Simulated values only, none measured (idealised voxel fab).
process module | voxel wiring stack
cross-section cut | 275 nm wide | cells 5 nm
A cross-section is a grid of square cells, given in bands from the top down. A band is one or more rows of cells.
Each band's line starts with the height of the band's top and of its bottom, in nm. Then come its materials from left to right, each with its width in nm. One material with "throughout" fills the band from edge to edge. "air" is empty space.
Height 0 is the level under which the wafer as received is all one material. The lowest band goes on downwards, as in "0 down".
A width such as "30 to 40" changes by the same amount from each row of cells to the next, from the band's top row to its bottom row.
"no change" after a step means that no cell of the cross-section changed.
closed voids: empty space of 8 cells or more with no open way to the top, each as width x height at its distance from the left edge, in nm
after a step's settings: what the simulator itself notes on the step
overlay nm, on a step with a mask: how far to the right of its planned place the mask lay; to the left if negative
plan
1 op RECEIVE | material Si
2 op CONFORMAL_DEP | material SiO2 | thk nm 15
3 op DIRECTIONAL_DEP | material TiN | thk nm 5
4 op DIRECTIONAL_DEP | material Ru | thk nm 15
5 op DIRECTIONAL_DEP | material aC | thk nm 15
6 op PATTERN | tone cover | mask id METAL_1 | material resist | width nm 25 | pitch nm 40 | thk nm 35 | overlay nm 0
7 op DIRECTIONAL_ETCH | etch materials aC | depth nm 15
8 op STRIP | etch materials resist
9 op DIRECTIONAL_ETCH | etch materials Ru | depth nm 15
10 op DIRECTIONAL_ETCH | etch materials TiN | depth nm 5
11 op STRIP | etch materials aC
12 op FILL_DEP | material lowk | thk nm 5
13 op CMP | height nm 35
14 op CONFORMAL_DEP | material SiCN | thk nm 5
15 op DIRECTIONAL_DEP | material lowk | thk nm 15
16 op DIRECTIONAL_DEP | material aC | thk nm 15
17 op PATTERN | tone open | mask id PLUG_1 | material resist | width nm 15 | pitch nm 40 | thk nm 35 | overlay nm 0
18 op DIRECTIONAL_ETCH | etch materials aC | depth nm 15
19 op STRIP | etch materials resist
20 op DIRECTIONAL_ETCH | etch materials lowk | depth nm 15
21 op DIRECTIONAL_ETCH | etch materials SiCN | depth nm 5
22 op STRIP | etch materials aC
23 op EPI | material Ru | thk nm 10
24 op EPI | material Ru | thk nm 10
25 op CONFORMAL_DEP | material SiN | thk nm 5
26 op DIRECTIONAL_DEP | material SiO2 | thk nm 15
27 op MASKED_ETCH | tone open | mask id METAL_2 | width nm 25 | pitch nm 40 | etch materials SiO2 | depth nm 15 | overlay nm 0
28 op MASKED_ETCH | tone open | mask id METAL_2 | width nm 25 | pitch nm 40 | etch materials SiN | depth nm 5 | overlay nm 0
29 op CONFORMAL_DEP | material TiN | thk nm 5
30 op FILL_DEP | material Cu | thk nm 5
31 op CMP | height nm 75
32 op EPI | material Ru | thk nm 5
33 op FILL_DEP | material SiCN | thk nm 5
34 op DIRECTIONAL_DEP | material SiO2 | thk nm 35
35 op MASKED_ETCH | tone open | mask id METAL_3 | width nm 25 | pitch nm 40 | etch materials SiO2 | depth nm 20 | overlay nm 0
36 op DIRECTIONAL_DEP | material aC | thk nm 10
37 op PATTERN | tone open | mask id METAL_3_HOLES | material resist | width nm 15 | pitch nm 80 | thk nm 30 | overlay nm 0
38 op DIRECTIONAL_ETCH | etch materials aC | depth nm 10
39 op STRIP | etch materials resist
40 op DIRECTIONAL_ETCH | etch materials SiO2 | depth nm 15
41 op DIRECTIONAL_ETCH | etch materials SiCN | depth nm 5
42 op STRIP | etch materials aC
43 op CONFORMAL_DEP | material TiN | thk nm 5
44 op FILL_DEP | material Cu | thk nm 5
45 op CMP | height nm 120
46 op CONFORMAL_DEP | material SiN | thk nm 5
as received, after step 1
  0 down: Si throughout
  closed voids: none
first wafer at the end, as planned
  125 to 120: SiN throughout
  120 to 105: SiO2 65 | TiN 5 | Cu 15 | TiN 5 | SiO2 15 | TiN 5 | Cu 15 | TiN 5 | SiO2 15 | TiN 5 | Cu 15 | TiN 5 | SiO2 15 | TiN 5 | Cu 15 | TiN 5 | SiO2 65
  105 to 100: SiO2 65 | TiN 5 | Cu 5 | TiN 15 | SiO2 15 | TiN 25 | SiO2 15 | TiN 5 | Cu 5 | TiN 15 | SiO2 15 | TiN 25 | SiO2 65
  100 to 85: SiO2 65 | TiN 5 | Cu 5 | TiN 5 | SiO2 65 | TiN 5 | Cu 5 | TiN 5 | SiO2 115
  85 to 80: SiCN 65 | TiN 15 | SiCN 65 | TiN 15 | SiCN 115
  80 to 75: SiCN 60 | Ru 35 | SiCN 5 | Ru 35 | SiCN 5 | Ru 35 | SiCN 5 | Ru 35 | SiCN 60
  75 to 60: SiO2 65 | TiN 5 | Cu 15 | TiN 5 | SiO2 15 | TiN 5 | Cu 15 | TiN 5 | SiO2 15 | TiN 5 | Cu 15 | TiN 5 | SiO2 15 | TiN 5 | Cu 15 | TiN 5 | SiO2 65
  60 to 55: SiN 65 | TiN 25 | SiN 15 | TiN 25 | SiN 15 | TiN 25 | SiN 15 | TiN 25 | SiN 65
  55 to 40: lowk 65 | Ru 15 | lowk 25 | Ru 15 | lowk 25 | Ru 15 | lowk 25 | Ru 15 | lowk 75
  40 to 35: SiCN 65 | Ru 15 | SiCN 25 | Ru 15 | SiCN 25 | Ru 15 | SiCN 25 | Ru 15 | SiCN 75
  35 to 20: lowk 65 | Ru 25 | lowk 15 | Ru 25 | lowk 15 | Ru 25 | lowk 15 | Ru 25 | lowk 65
  20 to 15: lowk 65 | TiN 25 | lowk 15 | TiN 25 | lowk 15 | TiN 25 | lowk 15 | TiN 25 | lowk 65
  15 to 0: SiO2 throughout
  0 down: Si throughout
  closed voids: none
second wafer at the end: like start, like plan, one mistake
  125 to 120: SiN throughout
  120 to 105: SiO2 65 | TiN 5 | Cu 15 | TiN 5 | SiO2 15 | TiN 5 | Cu 15 | TiN 5 | SiO2 15 | TiN 5 | Cu 15 | TiN 5 | SiO2 15 | TiN 5 | Cu 15 | TiN 5 | SiO2 65
  105 to 100: SiO2 65 | TiN 5 | Cu 5 | TiN 15 | SiO2 15 | TiN 25 | SiO2 15 | TiN 5 | Cu 5 | TiN 15 | SiO2 15 | TiN 25 | SiO2 65
  100 to 85: SiO2 65 | TiN 5 | Cu 5 | TiN 5 | SiO2 65 | TiN 5 | Cu 5 | TiN 5 | SiO2 115
  85 to 80: SiCN 65 | TiN 15 | SiCN 65 | TiN 15 | SiCN 115
  80 to 75: SiCN 60 | Ru 35 | SiCN 5 | Ru 35 | SiCN 5 | Ru 35 | SiCN 5 | Ru 35 | SiCN 60
  75 to 60: SiO2 65 | TiN 5 | Cu 15 | TiN 5 | SiO2 15 | TiN 5 | Cu 15 | TiN 5 | SiO2 15 | TiN 5 | Cu 15 | TiN 5 | SiO2 15 | TiN 5 | Cu 15 | TiN 5 | SiO2 65
  60 to 55: SiN 65 | TiN 25 | SiN 15 | TiN 25 | SiN 15 | TiN 25 | SiN 15 | TiN 25 | SiN 65
  55 to 40: lowk 65 | Ru 15 | lowk 25 | Ru 15 | lowk 25 | Ru 15 | lowk 25 | Ru 15 | lowk 75
  40 to 35: SiCN 65 | Ru 15 | SiCN 25 | Ru 15 | SiCN 25 | Ru 15 | SiCN 25 | Ru 15 | SiCN 75
  35 to 20: lowk 55 | Ru 25 | lowk 15 | Ru 25 | lowk 15 | Ru 25 | lowk 15 | Ru 25 | lowk 75
  20 to 15: lowk 55 | TiN 25 | lowk 15 | TiN 25 | lowk 15 | TiN 25 | lowk 15 | TiN 25 | lowk 75
  15 to 0: SiO2 throughout
  0 down: Si throughout
  closed voids: none
what went wrong: step 6 ran as: op PATTERN | tone cover | mask id METAL_1 | material resist | width nm 25 | pitch nm 40 | thk nm 35 | overlay nm -10
at the end the second wafer has, in cells: as many of each material as the first, in other places
